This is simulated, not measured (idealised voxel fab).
A process module follows: voxel tone inversion.
Section cut is 160 nm wide and gridded with 5 nm square cells.
Reading order for cross-sections: top band down to bottom band. Underlying form: a grid of square cells. Band size: one or more rows of cells. What a band's entry tells you: where the top is and where the bottom is, as heights in nm, and after that what lies inside, material by material from left to right, each with its width in nm. Empty space is written as the word "air", and a single material marked with the word "throughout" occupies the band from edge to edge. We count height from 0. Below that, the starting wafer is all one material. The lowest band never ends at the bottom but goes on down; see "z 0 and below" for how that is written. Note: "30..40" means the width goes from the first number (top row of the band) to the second number (bottom row) in equal steps per row of cells. Basically "nothing changed" means that step didn't change any cell in the cross-section. Enclosed voids: empty space of 8 cells or more with no open way to the top, each as width x height at its distance from the left edge, in nm. What comes after the settings on a step's line is commentary from the simulator itself on that step. "overlay nm" answers the question of how far to the right of plan the mask lay on a step that has a mask, and when it is negative the answer is to the left.

The process steps that were planned are listed below:
step 1: RECEIVE [material Si]
step 2: CONFORMAL_DEP [material SiN] [thk nm 10]
step 3: DIRECTIONAL_DEP [material aC] [thk nm 15]
step 4: PATTERN [tone cover] [mask id POSTS] [material resist] [width nm 20] [pitch nm 50] [thk nm 20] [overlay nm 0]
step 5: DIRECTIONAL_ETCH [etch materials aC] [depth nm 15]
step 6: STRIP [etch materials resist]
step 7: FILL_DEP [material SiO2] [thk nm 5]
step 8: CMP [height nm 25]
step 9: STRIP [etch materials aC]

First of two wafers - as planned:

Received-state cross-section, reflecting completion of step 1:
	z 0 and below  Si throughout
	Enclosed voids: none

So this is the wafer cross-section right after step 2:
	z 10 to 0  SiN throughout
	Everything under 0 stays put, no change at all.

So this is the wafer cross-section right after step 3:
	z 25 to 10  aC throughout
	Everything under 10 stays put, no change at all.

So this is the wafer cross-section right after step 4:
	z 45 to 25  air (20) | resist (20) | air (30) | resist (20) | air (30) | resist (20) | air (20)
	Everything under 25 stays put, no change at all.

So this is the wafer cross-section right after step 5:
	z 30 to 25  air (20) | resist (20) | air (30) | resist (20) | air (30) | resist (20) | air (20)
	z 25 to 10  air (20) | aC (20) | air (30) | aC (20) | air (30) | aC (20) | air (20)
	Everything under 10 stays put, no change at all.

So this is the wafer cross-section right after step 6:
	z 25 to 10  air (20) | aC (20) | air (30) | aC (20) | air (30) | aC (20) | air (20)
	Everything under 10 stays put, no change at all.

So this is the wafer cross-section right after step 7:
	z 30 to 25  SiO2 throughout
	z 25 to 10  SiO2 (20) | aC (20) | SiO2 (30) | aC (20) | SiO2 (30) | aC (20) | SiO2 (20)
	Everything under 10 stays put, no change at all.

So this is the wafer cross-section right after step 8:
	z 25 to 10  SiO2 (20) | aC (20) | SiO2 (30) | aC (20) | SiO2 (30) | aC (20) | SiO2 (20)
	Everything under 10 stays put, no change at all.

So this is the wafer cross-section right after step 9:
	z 25 to 10  SiO2 (20) | air (20) | SiO2 (30) | air (20) | SiO2 (30) | air (20) | SiO2 (20)
	Everything under 10 stays put, no change at all.

Wafer two of the pair: same origin, same plan, one error during the run; identical to wafer one up to and including step 1:

Cross-section of the second wafer when, according to plan, step 2 should have finished:
	z 15 to 0  aC throughout
	Everything under 0 stays put, no change at all.

Cross-section of the second wafer when, according to plan, step 3 should have finished:
	z 25 to 15  SiN throughout
	Everything under 15 stays put, no change at all.

Cross-section of the second wafer when, according to plan, step 4 should have finished:
	z 45 to 25  air (20) | resist (20) | air (30) | resist (20) | air (30) | resist (20) | air (20)
	Everything under 25 stays put, no change at all.

Cross-section of the second wafer when, according to plan, step 5 should have finished:
	z 30 to 25  air (20) | resist (20) | air (30) | resist (20) | air (30) | resist (20) | air (20)
	Everything under 25 stays put, no change at all.

Cross-section of the second wafer when, according to plan, step 6 should have finished:
	z 25 to 15  SiN throughout
	Everything under 15 stays put, no change at all.

Cross-section of the second wafer when, according to plan, step 7 should have finished:
	z 30 to 25  SiO2 throughout
	Everything under 25 stays put, no change at all.

Cross-section of the second wafer when, according to plan, step 8 should have finished:
	z 25 to 15  SiN throughout
	Everything under 15 stays put, no change at all.

Cross-section of the second wafer when, according to plan, step 9 should have finished: nothing changed
Misprocessing identified: the run placed steps 2 and 3 each in the position the plan gave to the other
End of process, cell counts, second wafer against first, materials with more or fewer: -60 SiO2; +96 aC
